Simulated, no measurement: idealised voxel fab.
process module | voxel double patterning
The width of the displayed cross-section, cut, is 160 nm; its cells are square, with a size of 5 nm.
When this document writes out a cross-section, it uses a grid of square cells and lists it as bands, beginning at the top and moving down, with a band standing for one or more rows of cells. First you get the band's top height and its bottom height, in nm, and then the materials it's made of, left to right, with each width in nm. If you see a single material with "all across", that one covers the band edge to edge. "air" is empty space. Where do heights start? At 0: under that level the wafer as delivered is made of one material only. And the lowest band has no floor; it just carries on downward, as in "0 -> down". The width entry "30 to 40" should be interpreted row by row: the top row of cells in the band takes the first number, the bottom row takes the second number, and the change between adjacent rows is uniform throughout. "nothing altered" after a step means that no cell of the cross-section changed. The entry titled "Unvented cavities" provides the empty spaces that have no open way to the top, restricted to those of 8 cells or more. Each is presented as width x height at distance, the distance being measured from the left edge, with all three in nm. after a step's settings: what the simulator itself notes on the step. If you see "overlay nm" on a step's line and that step has a mask, it's telling you how far right of where it was planned the mask ended up; a negative number means it went left instead.

The process steps that were planned are listed below:
1,RECEIVE | material Si
2,CONFORMAL_DEP | material SiO2 | thk nm 10
3,DIRECTIONAL_DEP | material W | thk nm 10
4,DIRECTIONAL_DEP | material SiCN | thk nm 5
5,DIRECTIONAL_DEP | material aC | thk nm 15
6,PATTERN | tone open | mask id FIRST | material resist | width nm 15 | pitch nm 50 | thk nm 30 | overlay nm 0
7,DIRECTIONAL_ETCH | etch materials aC | depth nm 15
8,STRIP | etch materials resist
9,DIRECTIONAL_ETCH | etch materials SiCN | depth nm 5
10,STRIP | etch materials aC
11,DIRECTIONAL_DEP | material aC | thk nm 10
12,PATTERN | tone open | mask id SECOND | material resist | width nm 15 | pitch nm 50 | thk nm 30 | overlay nm 0
13,DIRECTIONAL_ETCH | etch materials aC | depth nm 10
14,STRIP | etch materials resist
15,DIRECTIONAL_ETCH | etch materials SiCN | depth nm 5
16,STRIP | etch materials aC
17,DIRECTIONAL_ETCH | etch materials W | depth nm 10
18,STRIP | etch materials SiCN

Wafer, first of two, run as planned:

Delivered wafer in cross-section: state after step 1:
  0 -> down = Si all across
  Unvented cavities: none

Cross-section of the wafer subsequent to step 2:
  10 -> 0 = SiO2 all across
  Below a height of 0, the structure has not been altered.

Cross-section of the wafer subsequent to step 3:
  20 -> 10 = W all across
  Below a height of 10, the structure has not been altered.

Cross-section of the wafer subsequent to step 4:
  25 -> 20 = SiCN all across
  Below a height of 20, the structure has not been altered.

Cross-section of the wafer subsequent to step 5:
  40 -> 25 = aC all across
  Below a height of 25, the structure has not been altered.

Cross-section of the wafer subsequent to step 6:
  70 -> 40 = 20 resist, then 15 air, then 35 resist, then 15 air, then 35 resist, then 15 air, then 25 resist
  Below a height of 40, the structure has not been altered.

Cross-section of the wafer subsequent to step 7:
  55 -> 40 = 20 resist, then 15 air, then 35 resist, then 15 air, then 35 resist, then 15 air, then 25 resist
  40 -> 25 = 20 aC, then 15 air, then 35 aC, then 15 air, then 35 aC, then 15 air, then 25 aC
  Below a height of 25, the structure has not been altered.

Cross-section of the wafer subsequent to step 8:
  40 -> 25 = 20 aC, then 15 air, then 35 aC, then 15 air, then 35 aC, then 15 air, then 25 aC
  Below a height of 25, the structure has not been altered.

Cross-section of the wafer subsequent to step 9:
  40 -> 25 = 20 aC, then 15 air, then 35 aC, then 15 air, then 35 aC, then 15 air, then 25 aC
  25 -> 20 = 20 SiCN, then 15 air, then 35 SiCN, then 15 air, then 35 SiCN, then 15 air, then 25 SiCN
  Below a height of 20, the structure has not been altered.

Cross-section of the wafer subsequent to step 10:
  25 -> 20 = 20 SiCN, then 15 air, then 35 SiCN, then 15 air, then 35 SiCN, then 15 air, then 25 SiCN
  Below a height of 20, the structure has not been altered.

Cross-section of the wafer subsequent to step 11:
  35 -> 30 = 20 aC, then 15 air, then 35 aC, then 15 air, then 35 aC, then 15 air, then 25 aC
  30 -> 25 = aC all across
  25 -> 20 = 20 SiCN, then 15 aC, then 35 SiCN, then 15 aC, then 35 SiCN, then 15 aC, then 25 SiCN
  Below a height of 20, the structure has not been altered.

Cross-section of the wafer subsequent to step 12:
  65 -> 35 = 45 resist, then 15 air, then 35 resist, then 15 air, then 50 resist
  35 -> 30 = 20 aC, then 15 resist, then 35 aC, then 15 resist, then 35 aC, then 15 resist, then 25 aC
  Below a height of 30, the structure has not been altered.

Cross-section of the wafer subsequent to step 13:
  55 -> 35 = 45 resist, then 15 air, then 35 resist, then 15 air, then 50 resist
  35 -> 30 = 20 aC, then 15 resist, then 10 aC, then 15 air, then 10 aC, then 15 resist, then 10 aC, then 15 air, then 10 aC, then 15 resist, then 25 aC
  30 -> 25 = 45 aC, then 15 air, then 35 aC, then 15 air, then 50 aC
  Below a height of 25, the structure has not been altered.

Cross-section of the wafer subsequent to step 14:
  35 -> 30 = 20 aC, then 15 air, then 10 aC, then 15 air, then 10 aC, then 15 air, then 10 aC, then 15 air, then 10 aC, then 15 air, then 25 aC
  Below a height of 30, the structure has not been altered.

Cross-section of the wafer subsequent to step 15:
  35 -> 30 = 20 aC, then 15 air, then 10 aC, then 15 air, then 10 aC, then 15 air, then 10 aC, then 15 air, then 10 aC, then 15 air, then 25 aC
  30 -> 25 = 45 aC, then 15 air, then 35 aC, then 15 air, then 50 aC
  25 -> 20 = 20 SiCN, then 15 aC, then 10 SiCN, then 15 air, then 10 SiCN, then 15 aC, then 10 SiCN, then 15 air, then 10 SiCN, then 15 aC, then 25 SiCN
  Below a height of 20, the structure has not been altered.

Cross-section of the wafer subsequent to step 16:
  25 -> 20 = 20 SiCN, then 15 air, then 10 SiCN, then 15 air, then 10 SiCN, then 15 air, then 10 SiCN, then 15 air, then 10 SiCN, then 15 air, then 25 SiCN
  Below a height of 20, the structure has not been altered.

Cross-section of the wafer subsequent to step 17:
  25 -> 20 = 20 SiCN, then 15 air, then 10 SiCN, then 15 air, then 10 SiCN, then 15 air, then 10 SiCN, then 15 air, then 10 SiCN, then 15 air, then 25 SiCN
  20 -> 10 = 20 W, then 15 air, then 10 W, then 15 air, then 10 W, then 15 air, then 10 W, then 15 air, then 10 W, then 15 air, then 25 W
  Below a height of 10, the structure has not been altered.

Cross-section of the wafer subsequent to step 18:
  20 -> 10 = 20 W, then 15 air, then 10 W, then 15 air, then 10 W, then 15 air, then 10 W, then 15 air, then 10 W, then 15 air, then 25 W
  Below a height of 10, the structure has not been altered.

Wafer two. Identical start, identical plan. One mistake in execution. Identical history through step 1:

Second wafer, sectioned view, at step 2's planned end time:
  10 -> 0 = W all across
  Below a height of 0, the structure has not been altered.

Second wafer, sectioned view, at step 3's planned end time:
  20 -> 10 = SiO2 all across
  Below a height of 10, the structure has not been altered.

Second wafer, sectioned view, at step 4's planned end time:
  25 -> 20 = SiCN all across
  Below a height of 20, the structure has not been altered.

Second wafer, sectioned view, at step 5's planned end time:
  40 -> 25 = aC all across
  Below a height of 25, the structure has not been altered.

Second wafer, sectioned view, at step 6's planned end time:
  70 -> 40 = 20 resist, then 15 air, then 35 resist, then 15 air, then 35 resist, then 15 air, then 25 resist
  Below a height of 40, the structure has not been altered.

Second wafer, sectioned view, at step 7's planned end time:
  55 -> 40 = 20 resist, then 15 air, then 35 resist, then 15 air, then 35 resist, then 15 air, then 25 resist
  40 -> 25 = 20 aC, then 15 air, then 35 aC, then 15 air, then 35 aC, then 15 air, then 25 aC
  Below a height of 25, the structure has not been altered.

Second wafer, sectioned view, at step 8's planned end time:
  40 -> 25 = 20 aC, then 15 air, then 35 aC, then 15 air, then 35 aC, then 15 air, then 25 aC
  Below a height of 25, the structure has not been altered.

Second wafer, sectioned view, at step 9's planned end time:
  40 -> 25 = 20 aC, then 15 air, then 35 aC, then 15 air, then 35 aC, then 15 air, then 25 aC
  25 -> 20 = 20 SiCN, then 15 air, then 35 SiCN, then 15 air, then 35 SiCN, then 15 air, then 25 SiCN
  Below a height of 20, the structure has not been altered.

Second wafer, sectioned view, at step 10's planned end time:
  25 -> 20 = 20 SiCN, then 15 air, then 35 SiCN, then 15 air, then 35 SiCN, then 15 air, then 25 SiCN
  Below a height of 20, the structure has not been altered.

Second wafer, sectioned view, at step 11's planned end time:
  35 -> 30 = 20 aC, then 15 air, then 35 aC, then 15 air, then 35 aC, then 15 air, then 25 aC
  30 -> 25 = aC all across
  25 -> 20 = 20 SiCN, then 15 aC, then 35 SiCN, then 15 aC, then 35 SiCN, then 15 aC, then 25 SiCN
  Below a height of 20, the structure has not been altered.

Second wafer, sectioned view, at step 12's planned end time:
  65 -> 35 = 45 resist, then 15 air, then 35 resist, then 15 air, then 50 resist
  35 -> 30 = 20 aC, then 15 resist, then 35 aC, then 15 resist, then 35 aC, then 15 resist, then 25 aC
  Below a height of 30, the structure has not been altered.

Second wafer, sectioned view, at step 13's planned end time:
  55 -> 35 = 45 resist, then 15 air, then 35 resist, then 15 air, then 50 resist
  35 -> 30 = 20 aC, then 15 resist, then 10 aC, then 15 air, then 10 aC, then 15 resist, then 10 aC, then 15 air, then 10 aC, then 15 resist, then 25 aC
  30 -> 25 = 45 aC, then 15 air, then 35 aC, then 15 air, then 50 aC
  Below a height of 25, the structure has not been altered.

Second wafer, sectioned view, at step 14's planned end time:
  35 -> 30 = 20 aC, then 15 air, then 10 aC, then 15 air, then 10 aC, then 15 air, then 10 aC, then 15 air, then 10 aC, then 15 air, then 25 aC
  Below a height of 30, the structure has not been altered.

Second wafer, sectioned view, at step 15's planned end time:
  35 -> 30 = 20 aC, then 15 air, then 10 aC, then 15 air, then 10 aC, then 15 air, then 10 aC, then 15 air, then 10 aC, then 15 air, then 25 aC
  30 -> 25 = 45 aC, then 15 air, then 35 aC, then 15 air, then 50 aC
  25 -> 20 = 20 SiCN, then 15 aC, then 10 SiCN, then 15 air, then 10 SiCN, then 15 aC, then 10 SiCN, then 15 air, then 10 SiCN, then 15 aC, then 25 SiCN
  Below a height of 20, the structure has not been altered.

Second wafer, sectioned view, at step 16's planned end time:
  25 -> 20 = 20 SiCN, then 15 air, then 10 SiCN, then 15 air, then 10 SiCN, then 15 air, then 10 SiCN, then 15 air, then 10 SiCN, then 15 air, then 25 SiCN
  Below a height of 20, the structure has not been altered.

Second wafer, sectioned view, at step 17's planned end time: nothing altered

Second wafer, sectioned view, at step 18's planned end time:
  20 -> 10 = SiO2 all across
  Below a height of 10, the structure has not been altered.
Plan not followed: swap of plan steps 2 and 3 during execution
Upon completion, the second wafer contains, in terms of cells, a greater or smaller amount of certain materials than the first wafer: +30 W
